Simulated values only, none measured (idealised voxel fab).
process module | voxel transistor to metal
cross-section cut | 185 nm wide | cells 5 nm
A cross-section is a grid of square cells, given in bands from the top down. A band is one or more rows of cells.
Each band's line starts with the height of the band's top and of its bottom, in nm. Then come its materials from left to right, each with its width in nm. One material with "throughout" fills the band from edge to edge. "air" is empty space.
Height 0 is the level under which the wafer as received is all one material. The lowest band goes on downwards, as in "0 down".
A width such as "30 to 40" changes by the same amount from each row of cells to the next, from the band's top row to its bottom row.
"no change" after a step means that no cell of the cross-section changed.
closed voids: empty space of 8 cells or more with no open way to the top, each as width x height at its distance from the left edge, in nm
after a step's settings: what the simulator itself notes on the step
overlay nm, on a step with a mask: how far to the right of its planned place the mask lay; to the left if negative
plan
1 op RECEIVE | material Si
2 op CONFORMAL_DEP | material SiO2 | thk nm 5
3 op CONFORMAL_DEP | material SiN | thk nm 10
4 op PATTERN | tone cover | mask id ACTIVE | material resist | width nm 115 | thk nm 15 | overlay nm 0
5 op DIRECTIONAL_ETCH | etch materials SiN | depth nm 10
6 op DIRECTIONAL_ETCH | etch materials SiO2 | depth nm 5
7 op DIRECTIONAL_ETCH | etch materials Si | depth nm 20
8 op STRIP | etch materials resist
9 op FILL_DEP | material SiO2 | thk nm 15
10 op CMP | height nm 15
11 op SELECTIVE_ETCH | etch materials SiO2 | depth nm 10
12 op STRIP | etch materials SiN
13 op SELECTIVE_ETCH | etch materials SiO2 | depth nm 5
14 op OXIDIZE | depth nm 5
15 op DIRECTIONAL_DEP | material polySi | thk nm 30
16 op DIRECTIONAL_DEP | material SiCN | thk nm 15
17 op MASKED_ETCH | tone cover | mask id GATE | width nm 25 | etch materials SiCN | depth nm 25 | overlay nm 0
18 op MASKED_ETCH | tone cover | mask id GATE | width nm 25 | etch materials polySi | depth nm 40 | overlay nm 0
19 op CONFORMAL_DEP | material SiO2 | thk nm 5
20 op DIRECTIONAL_ETCH | etch materials SiO2 | depth nm 5
21 op CONFORMAL_DEP | material SiN | thk nm 10
22 op DIRECTIONAL_ETCH | etch materials SiN | depth nm 10
23 op DIRECTIONAL_ETCH | etch materials SiO2 | depth nm 5
24 op DIRECTIONAL_ETCH | etch materials Si | depth nm 15
25 op EPI | material pSi | thk nm 15
26 op FILL_DEP | material SiO2 | thk nm 5
27 op CMP | height nm 30
28 op STRIP | etch materials polySi
29 op SELECTIVE_ETCH | etch materials SiO2 | depth nm 5
30 op CONFORMAL_DEP | material HfO2 | thk nm 5
31 op CONFORMAL_DEP | material TiN | thk nm 5
32 op FILL_DEP | material W | thk nm 5
33 op CMP | height nm 25
34 op DIRECTIONAL_DEP | material SiO2 | thk nm 10
35 op MASKED_ETCH | tone open | mask id CONTACT | width nm 15 | pitch nm 80 | etch materials SiO2 | depth nm 40 | overlay nm 0
36 op CONFORMAL_DEP | material TiN | thk nm 5
37 op FILL_DEP | material Ru | thk nm 10
38 op CMP | height nm 35
39 op CONFORMAL_DEP | material SiCN | thk nm 5
40 op DIRECTIONAL_DEP | material SiO2 | thk nm 15
41 op PATTERN | tone open | mask id METAL_1 | material resist | width nm 15 | pitch nm 80 | thk nm 20 | overlay nm 0
42 op DIRECTIONAL_ETCH | etch materials SiO2 | depth nm 15
43 op DIRECTIONAL_ETCH | etch materials SiCN | depth nm 5
44 op STRIP | etch materials resist
45 op CONFORMAL_DEP | material TiN | thk nm 5
46 op FILL_DEP | material Cu | thk nm 5
47 op CMP | height nm 55
48 op CONFORMAL_DEP | material SiN | thk nm 5
first wafer, as planned
as received, after step 1
  0 down: Si throughout
  closed voids: none
after step 2
  5 to 0: SiO2 throughout
  below 0: unchanged
after step 3
  15 to 5: SiN throughout
  below 5: unchanged
after step 4
  30 to 15: air 35 | resist 115 | air 35
  below 15: unchanged
after step 5
  30 to 15: air 35 | resist 115 | air 35
  15 to 5: air 35 | SiN 115 | air 35
  below 5: unchanged
after step 6
  30 to 15: air 35 | resist 115 | air 35
  15 to 5: air 35 | SiN 115 | air 35
  5 to 0: air 35 | SiO2 115 | air 35
  below 0: unchanged
after step 7
  30 to 15: air 35 | resist 115 | air 35
  15 to 5: air 35 | SiN 115 | air 35
  5 to 0: air 35 | SiO2 115 | air 35
  0 to -20: air 35 | Si 115 | air 35
  below -20: unchanged
after step 8
  15 to 5: air 35 | SiN 115 | air 35
  below 5: unchanged
after step 9
  30 to 15: SiO2 throughout
  15 to 5: SiO2 35 | SiN 115 | SiO2 35
  5 to 0: SiO2 throughout
  0 to -20: SiO2 35 | Si 115 | SiO2 35
  below -20: unchanged
after step 10
  15 to 5: SiO2 35 | SiN 115 | SiO2 35
  below 5: unchanged
after step 11
  15 to 5: air 35 | SiN 115 | air 35
  below 5: unchanged
after step 12
  5 to 0: SiO2 throughout
  below 0: unchanged
after step 13
  0 to -20: SiO2 35 | Si 115 | SiO2 35
  below -20: unchanged
after step 14
  0 to -5: SiO2 throughout
  below -5: unchanged
after step 15
  30 to 0: polySi throughout
  below 0: unchanged
after step 16
  45 to 30: SiCN throughout
  below 30: unchanged
after step 17
  45 to 30: air 80 | SiCN 25 | air 80
  below 30: unchanged
after step 18
  45 to 30: air 80 | SiCN 25 | air 80
  30 to 0: air 80 | polySi 25 | air 80
  below 0: unchanged
after step 19
  50 to 45: air 75 | SiO2 35 | air 75
  45 to 30: air 75 | SiO2 5 | SiCN 25 | SiO2 5 | air 75
  30 to 5: air 75 | SiO2 5 | polySi 25 | SiO2 5 | air 75
  5 to 0: SiO2 80 | polySi 25 | SiO2 80
  below 0: unchanged
after step 20
  45 to 30: air 75 | SiO2 5 | SiCN 25 | SiO2 5 | air 75
  30 to 0: air 75 | SiO2 5 | polySi 25 | SiO2 5 | air 75
  below 0: unchanged
after step 21
  55 to 45: air 65 | SiN 55 | air 65
  45 to 30: air 65 | SiN 10 | SiO2 5 | SiCN 25 | SiO2 5 | SiN 10 | air 65
  30 to 10: air 65 | SiN 10 | SiO2 5 | polySi 25 | SiO2 5 | SiN 10 | air 65
  10 to 0: SiN 75 | SiO2 5 | polySi 25 | SiO2 5 | SiN 75
  below 0: unchanged
after step 22
  45 to 30: air 65 | SiN 10 | SiO2 5 | SiCN 25 | SiO2 5 | SiN 10 | air 65
  30 to 0: air 65 | SiN 10 | SiO2 5 | polySi 25 | SiO2 5 | SiN 10 | air 65
  below 0: unchanged
after step 23
  45 to 40: air 65 | SiN 10 | air 5 | SiCN 25 | air 5 | SiN 10 | air 65
  40 to 30: air 65 | SiN 10 | SiO2 5 | SiCN 25 | SiO2 5 | SiN 10 | air 65
  30 to 0: air 65 | SiN 10 | SiO2 5 | polySi 25 | SiO2 5 | SiN 10 | air 65
  0 to -5: air 65 | SiO2 55 | air 65
  below -5: unchanged
after step 24
  45 to 40: air 65 | SiN 10 | air 5 | SiCN 25 | air 5 | SiN 10 | air 65
  40 to 30: air 65 | SiN 10 | SiO2 5 | SiCN 25 | SiO2 5 | SiN 10 | air 65
  30 to 0: air 65 | SiN 10 | SiO2 5 | polySi 25 | SiO2 5 | SiN 10 | air 65
  0 to -5: air 65 | SiO2 55 | air 65
  -5 to -20: SiO2 35 | air 30 | Si 55 | air 30 | SiO2 35
  below -20: unchanged
after step 25
  45 to 40: air 65 | SiN 10 | air 5 | SiCN 25 | air 5 | SiN 10 | air 65
  40 to 30: air 65 | SiN 10 | SiO2 5 | SiCN 25 | SiO2 5 | SiN 10 | air 65
  30 to 10: air 65 | SiN 10 | SiO2 5 | polySi 25 | SiO2 5 | SiN 10 | air 65
  10 to 0: air 50 | pSi 15 | SiN 10 | SiO2 5 | polySi 25 | SiO2 5 | SiN 10 | pSi 15 | air 50
  0 to -5: air 50 | pSi 15 | SiO2 55 | pSi 15 | air 50
  -5 to -20: SiO2 35 | pSi 30 | Si 55 | pSi 30 | SiO2 35
  below -20: unchanged
after step 26
  50 to 45: SiO2 throughout
  45 to 30: SiO2 65 | SiN 10 | SiO2 5 | SiCN 25 | SiO2 5 | SiN 10 | SiO2 65
  30 to 10: SiO2 65 | SiN 10 | SiO2 5 | polySi 25 | SiO2 5 | SiN 10 | SiO2 65
  10 to 0: SiO2 50 | pSi 15 | SiN 10 | SiO2 5 | polySi 25 | SiO2 5 | SiN 10 | pSi 15 | SiO2 50
  0 to -5: SiO2 50 | pSi 15 | SiO2 55 | pSi 15 | SiO2 50
  below -5: unchanged
after step 27
  30 to 10: SiO2 65 | SiN 10 | SiO2 5 | polySi 25 | SiO2 5 | SiN 10 | SiO2 65
  below 10: unchanged
after step 28
  30 to 10: SiO2 65 | SiN 10 | SiO2 5 | air 25 | SiO2 5 | SiN 10 | SiO2 65
  10 to 0: SiO2 50 | pSi 15 | SiN 10 | SiO2 5 | air 25 | SiO2 5 | SiN 10 | pSi 15 | SiO2 50
  below 0: unchanged
after step 29
  30 to 25: air 65 | SiN 10 | air 35 | SiN 10 | air 65
  25 to 10: SiO2 65 | SiN 10 | air 35 | SiN 10 | SiO2 65
  10 to 0: SiO2 50 | pSi 15 | SiN 10 | air 35 | SiN 10 | pSi 15 | SiO2 50
  0 to -5: SiO2 50 | pSi 15 | SiO2 10 | air 35 | SiO2 10 | pSi 15 | SiO2 50
  below -5: unchanged
after step 30
  35 to 30: air 60 | HfO2 20 | air 25 | HfO2 20 | air 60
  30 to 25: HfO2 65 | SiN 10 | HfO2 5 | air 25 | HfO2 5 | SiN 10 | HfO2 65
  25 to 10: SiO2 65 | SiN 10 | HfO2 5 | air 25 | HfO2 5 | SiN 10 | SiO2 65
  10 to 0: SiO2 50 | pSi 15 | SiN 10 | HfO2 5 | air 25 | HfO2 5 | SiN 10 | pSi 15 | SiO2 50
  0 to -5: SiO2 50 | pSi 15 | SiO2 10 | HfO2 35 | SiO2 10 | pSi 15 | SiO2 50
  below -5: unchanged
after step 31
  40 to 35: air 55 | TiN 30 | air 15 | TiN 30 | air 55
  35 to 30: TiN 60 | HfO2 20 | TiN 5 | air 15 | TiN 5 | HfO2 20 | TiN 60
  30 to 25: HfO2 65 | SiN 10 | HfO2 5 | TiN 5 | air 15 | TiN 5 | HfO2 5 | SiN 10 | HfO2 65
  25 to 10: SiO2 65 | SiN 10 | HfO2 5 | TiN 5 | air 15 | TiN 5 | HfO2 5 | SiN 10 | SiO2 65
  10 to 5: SiO2 50 | pSi 15 | SiN 10 | HfO2 5 | TiN 5 | air 15 | TiN 5 | HfO2 5 | SiN 10 | pSi 15 | SiO2 50
  5 to 0: SiO2 50 | pSi 15 | SiN 10 | HfO2 5 | TiN 25 | HfO2 5 | SiN 10 | pSi 15 | SiO2 50
  below 0: unchanged
after step 32
  45 to 40: W throughout
  40 to 35: W 55 | TiN 30 | W 15 | TiN 30 | W 55
  35 to 30: TiN 60 | HfO2 20 | TiN 5 | W 15 | TiN 5 | HfO2 20 | TiN 60
  30 to 25: HfO2 65 | SiN 10 | HfO2 5 | TiN 5 | W 15 | TiN 5 | HfO2 5 | SiN 10 | HfO2 65
  25 to 10: SiO2 65 | SiN 10 | HfO2 5 | TiN 5 | W 15 | TiN 5 | HfO2 5 | SiN 10 | SiO2 65
  10 to 5: SiO2 50 | pSi 15 | SiN 10 | HfO2 5 | TiN 5 | W 15 | TiN 5 | HfO2 5 | SiN 10 | pSi 15 | SiO2 50
  below 5: unchanged
after step 33
  25 to 10: SiO2 65 | SiN 10 | HfO2 5 | TiN 5 | W 15 | TiN 5 | HfO2 5 | SiN 10 | SiO2 65
  below 10: unchanged
after step 34
  35 to 25: SiO2 throughout
  below 25: unchanged
after step 35
  35 to 25: SiO2 45 | air 15 | SiO2 65 | air 15 | SiO2 45
  25 to 10: SiO2 45 | air 15 | SiO2 5 | SiN 10 | HfO2 5 | TiN 5 | W 15 | TiN 5 | HfO2 5 | SiN 10 | SiO2 5 | air 15 | SiO2 45
  10 to 5: SiO2 45 | air 5 | pSi 15 | SiN 10 | HfO2 5 | TiN 5 | W 15 | TiN 5 | HfO2 5 | SiN 10 | pSi 15 | air 5 | SiO2 45
  5 to 0: SiO2 45 | air 5 | pSi 15 | SiN 10 | HfO2 5 | TiN 25 | HfO2 5 | SiN 10 | pSi 15 | air 5 | SiO2 45
  0 to -5: SiO2 45 | air 5 | pSi 15 | SiO2 10 | HfO2 35 | SiO2 10 | pSi 15 | air 5 | SiO2 45
  below -5: unchanged
after step 36
  40 to 35: TiN 50 | air 5 | TiN 75 | air 5 | TiN 50
  35 to 25: SiO2 45 | TiN 5 | air 5 | TiN 5 | SiO2 65 | TiN 5 | air 5 | TiN 5 | SiO2 45
  25 to 15: SiO2 45 | TiN 5 | air 5 | TiN 5 | SiO2 5 | SiN 10 | HfO2 5 | TiN 5 | W 15 | TiN 5 | HfO2 5 | SiN 10 | SiO2 5 | TiN 5 | air 5 | TiN 5 | SiO2 45
  15 to 10: SiO2 45 | TiN 15 | SiO2 5 | SiN 10 | HfO2 5 | TiN 5 | W 15 | TiN 5 | HfO2 5 | SiN 10 | SiO2 5 | TiN 15 | SiO2 45
  10 to 5: SiO2 45 | TiN 5 | pSi 15 | SiN 10 | HfO2 5 | TiN 5 | W 15 | TiN 5 | HfO2 5 | SiN 10 | pSi 15 | TiN 5 | SiO2 45
  5 to 0: SiO2 45 | TiN 5 | pSi 15 | SiN 10 | HfO2 5 | TiN 25 | HfO2 5 | SiN 10 | pSi 15 | TiN 5 | SiO2 45
  0 to -5: SiO2 45 | TiN 5 | pSi 15 | SiO2 10 | HfO2 35 | SiO2 10 | pSi 15 | TiN 5 | SiO2 45
  below -5: unchanged
after step 37
  50 to 40: Ru throughout
  40 to 35: TiN 50 | Ru 5 | TiN 75 | Ru 5 | TiN 50
  35 to 25: SiO2 45 | TiN 5 | Ru 5 | TiN 5 | SiO2 65 | TiN 5 | Ru 5 | TiN 5 | SiO2 45
  25 to 15: SiO2 45 | TiN 5 | Ru 5 | TiN 5 | SiO2 5 | SiN 10 | HfO2 5 | TiN 5 | W 15 | TiN 5 | HfO2 5 | SiN 10 | SiO2 5 | TiN 5 | Ru 5 | TiN 5 | SiO2 45
  below 15: unchanged
after step 38
  35 to 25: SiO2 45 | TiN 5 | Ru 5 | TiN 5 | SiO2 65 | TiN 5 | Ru 5 | TiN 5 | SiO2 45
  below 25: unchanged
after step 39
  40 to 35: SiCN throughout
  below 35: unchanged
after step 40
  55 to 40: SiO2 throughout
  below 40: unchanged
after step 41
  75 to 55: resist 45 | air 15 | resist 65 | air 15 | resist 45
  below 55: unchanged
after step 42
  75 to 55: resist 45 | air 15 | resist 65 | air 15 | resist 45
  55 to 40: SiO2 45 | air 15 | SiO2 65 | air 15 | SiO2 45
  below 40: unchanged
after step 43
  75 to 55: resist 45 | air 15 | resist 65 | air 15 | resist 45
  55 to 40: SiO2 45 | air 15 | SiO2 65 | air 15 | SiO2 45
  40 to 35: SiCN 45 | air 15 | SiCN 65 | air 15 | SiCN 45
  below 35: unchanged
after step 44
  55 to 40: SiO2 45 | air 15 | SiO2 65 | air 15 | SiO2 45
  below 40: unchanged
after step 45
  60 to 55: TiN 50 | air 5 | TiN 75 | air 5 | TiN 50
  55 to 40: SiO2 45 | TiN 5 | air 5 | TiN 5 | SiO2 65 | TiN 5 | air 5 | TiN 5 | SiO2 45
  40 to 35: SiCN 45 | TiN 15 | SiCN 65 | TiN 15 | SiCN 45
  below 35: unchanged
after step 46
  65 to 60: Cu throughout
  60 to 55: TiN 50 | Cu 5 | TiN 75 | Cu 5 | TiN 50
  55 to 40: SiO2 45 | TiN 5 | Cu 5 | TiN 5 | SiO2 65 | TiN 5 | Cu 5 | TiN 5 | SiO2 45
  below 40: unchanged
after step 47
  55 to 40: SiO2 45 | TiN 5 | Cu 5 | TiN 5 | SiO2 65 | TiN 5 | Cu 5 | TiN 5 | SiO2 45
  below 40: unchanged
after step 48
  60 to 55: SiN throughout
  below 55: unchanged
second wafer: like start, like plan, one mistake. Through step 24 it matches the first wafer
when step 25 should have ended
  45 to 40: air 65 | SiN 10 | air 5 | SiCN 25 | air 5 | SiN 10 | air 65
  40 to 30: air 65 | SiN 10 | SiO2 5 | SiCN 25 | SiO2 5 | SiN 10 | air 65
  30 to 25: air 65 | SiN 10 | SiO2 5 | polySi 25 | SiO2 5 | SiN 10 | air 65
  25 to 10: air 35 | pSi 30 | SiN 10 | SiO2 5 | polySi 25 | SiO2 5 | SiN 10 | pSi 30 | air 35
  10 to 0: air 20 | pSi 45 | SiN 10 | SiO2 5 | polySi 25 | SiO2 5 | SiN 10 | pSi 45 | air 20
  0 to -5: air 20 | pSi 45 | SiO2 55 | pSi 45 | air 20
  -5 to -20: SiO2 35 | pSi 30 | Si 55 | pSi 30 | SiO2 35
  below -20: unchanged
when step 26 should have ended
  50 to 45: SiO2 throughout
  45 to 30: SiO2 65 | SiN 10 | SiO2 5 | SiCN 25 | SiO2 5 | SiN 10 | SiO2 65
  30 to 25: SiO2 65 | SiN 10 | SiO2 5 | polySi 25 | SiO2 5 | SiN 10 | SiO2 65
  25 to 10: SiO2 35 | pSi 30 | SiN 10 | SiO2 5 | polySi 25 | SiO2 5 | SiN 10 | pSi 30 | SiO2 35
  10 to 0: SiO2 20 | pSi 45 | SiN 10 | SiO2 5 | polySi 25 | SiO2 5 | SiN 10 | pSi 45 | SiO2 20
  0 to -5: SiO2 20 | pSi 45 | SiO2 55 | pSi 45 | SiO2 20
  below -5: unchanged
when step 27 should have ended
  30 to 25: SiO2 65 | SiN 10 | SiO2 5 | polySi 25 | SiO2 5 | SiN 10 | SiO2 65
  below 25: unchanged
when step 28 should have ended
  30 to 25: SiO2 65 | SiN 10 | SiO2 5 | air 25 | SiO2 5 | SiN 10 | SiO2 65
  25 to 10: SiO2 35 | pSi 30 | SiN 10 | SiO2 5 | air 25 | SiO2 5 | SiN 10 | pSi 30 | SiO2 35
  10 to 0: SiO2 20 | pSi 45 | SiN 10 | SiO2 5 | air 25 | SiO2 5 | SiN 10 | pSi 45 | SiO2 20
  below 0: unchanged
when step 29 should have ended
  30 to 25: air 65 | SiN 10 | air 35 | SiN 10 | air 65
  25 to 10: SiO2 35 | pSi 30 | SiN 10 | air 35 | SiN 10 | pSi 30 | SiO2 35
  10 to 0: SiO2 20 | pSi 45 | SiN 10 | air 35 | SiN 10 | pSi 45 | SiO2 20
  0 to -5: SiO2 20 | pSi 45 | SiO2 10 | air 35 | SiO2 10 | pSi 45 | SiO2 20
  below -5: unchanged
when step 30 should have ended
  35 to 30: air 60 | HfO2 20 | air 25 | HfO2 20 | air 60
  30 to 25: HfO2 65 | SiN 10 | HfO2 5 | air 25 | HfO2 5 | SiN 10 | HfO2 65
  25 to 10: SiO2 35 | pSi 30 | SiN 10 | HfO2 5 | air 25 | HfO2 5 | SiN 10 | pSi 30 | SiO2 35
  10 to 0: SiO2 20 | pSi 45 | SiN 10 | HfO2 5 | air 25 | HfO2 5 | SiN 10 | pSi 45 | SiO2 20
  0 to -5: SiO2 20 | pSi 45 | SiO2 10 | HfO2 35 | SiO2 10 | pSi 45 | SiO2 20
  below -5: unchanged
when step 31 should have ended
  40 to 35: air 55 | TiN 30 | air 15 | TiN 30 | air 55
  35 to 30: TiN 60 | HfO2 20 | TiN 5 | air 15 | TiN 5 | HfO2 20 | TiN 60
  30 to 25: HfO2 65 | SiN 10 | HfO2 5 | TiN 5 | air 15 | TiN 5 | HfO2 5 | SiN 10 | HfO2 65
  25 to 10: SiO2 35 | pSi 30 | SiN 10 | HfO2 5 | TiN 5 | air 15 | TiN 5 | HfO2 5 | SiN 10 | pSi 30 | SiO2 35
  10 to 5: SiO2 20 | pSi 45 | SiN 10 | HfO2 5 | TiN 5 | air 15 | TiN 5 | HfO2 5 | SiN 10 | pSi 45 | SiO2 20
  5 to 0: SiO2 20 | pSi 45 | SiN 10 | HfO2 5 | TiN 25 | HfO2 5 | SiN 10 | pSi 45 | SiO2 20
  below 0: unchanged
when step 32 should have ended
  45 to 40: W throughout
  40 to 35: W 55 | TiN 30 | W 15 | TiN 30 | W 55
  35 to 30: TiN 60 | HfO2 20 | TiN 5 | W 15 | TiN 5 | HfO2 20 | TiN 60
  30 to 25: HfO2 65 | SiN 10 | HfO2 5 | TiN 5 | W 15 | TiN 5 | HfO2 5 | SiN 10 | HfO2 65
  25 to 10: SiO2 35 | pSi 30 | SiN 10 | HfO2 5 | TiN 5 | W 15 | TiN 5 | HfO2 5 | SiN 10 | pSi 30 | SiO2 35
  10 to 5: SiO2 20 | pSi 45 | SiN 10 | HfO2 5 | TiN 5 | W 15 | TiN 5 | HfO2 5 | SiN 10 | pSi 45 | SiO2 20
  below 5: unchanged
when step 33 should have ended
  25 to 10: SiO2 35 | pSi 30 | SiN 10 | HfO2 5 | TiN 5 | W 15 | TiN 5 | HfO2 5 | SiN 10 | pSi 30 | SiO2 35
  below 10: unchanged
when step 34 should have ended
  35 to 25: SiO2 throughout
  below 25: unchanged
when step 35 should have ended
  35 to 25: SiO2 45 | air 15 | SiO2 65 | air 15 | SiO2 45
  below 25: unchanged
when step 36 should have ended
  40 to 35: TiN 50 | air 5 | TiN 75 | air 5 | TiN 50
  35 to 30: SiO2 45 | TiN 5 | air 5 | TiN 5 | SiO2 65 | TiN 5 | air 5 | TiN 5 | SiO2 45
  30 to 25: SiO2 45 | TiN 15 | SiO2 65 | TiN 15 | SiO2 45
  below 25: unchanged
when step 37 should have ended
  50 to 40: Ru throughout
  40 to 35: TiN 50 | Ru 5 | TiN 75 | Ru 5 | TiN 50
  35 to 30: SiO2 45 | TiN 5 | Ru 5 | TiN 5 | SiO2 65 | TiN 5 | Ru 5 | TiN 5 | SiO2 45
  below 30: unchanged
when step 38 should have ended
  35 to 30: SiO2 45 | TiN 5 | Ru 5 | TiN 5 | SiO2 65 | TiN 5 | Ru 5 | TiN 5 | SiO2 45
  below 30: unchanged
when step 39 should have ended
  40 to 35: SiCN throughout
  below 35: unchanged
when step 40 should have ended
  55 to 40: SiO2 throughout
  below 40: unchanged
when step 41 should have ended
  75 to 55: resist 45 | air 15 | resist 65 | air 15 | resist 45
  below 55: unchanged
when step 42 should have ended
  75 to 55: resist 45 | air 15 | resist 65 | air 15 | resist 45
  55 to 40: SiO2 45 | air 15 | SiO2 65 | air 15 | SiO2 45
  below 40: unchanged
when step 43 should have ended
  75 to 55: resist 45 | air 15 | resist 65 | air 15 | resist 45
  55 to 40: SiO2 45 | air 15 | SiO2 65 | air 15 | SiO2 45
  40 to 35: SiCN 45 | air 15 | SiCN 65 | air 15 | SiCN 45
  below 35: unchanged
when step 44 should have ended
  55 to 40: SiO2 45 | air 15 | SiO2 65 | air 15 | SiO2 45
  below 40: unchanged
when step 45 should have ended
  60 to 55: TiN 50 | air 5 | TiN 75 | air 5 | TiN 50
  55 to 40: SiO2 45 | TiN 5 | air 5 | TiN 5 | SiO2 65 | TiN 5 | air 5 | TiN 5 | SiO2 45
  40 to 35: SiCN 45 | TiN 15 | SiCN 65 | TiN 15 | SiCN 45
  below 35: unchanged
when step 46 should have ended
  65 to 60: Cu throughout
  60 to 55: TiN 50 | Cu 5 | TiN 75 | Cu 5 | TiN 50
  55 to 40: SiO2 45 | TiN 5 | Cu 5 | TiN 5 | SiO2 65 | TiN 5 | Cu 5 | TiN 5 | SiO2 45
  below 40: unchanged
when step 47 should have ended
  55 to 40: SiO2 45 | TiN 5 | Cu 5 | TiN 5 | SiO2 65 | TiN 5 | Cu 5 | TiN 5 | SiO2 45
  below 40: unchanged
when step 48 should have ended
  60 to 55: SiN throughout
  below 55: unchanged
what went wrong: step 25 was run twice
at the end the second wafer has, in cells: 6 fewer of Ru | 48 fewer of SiO2 | 18 fewer of TiN | 72 more of pSi
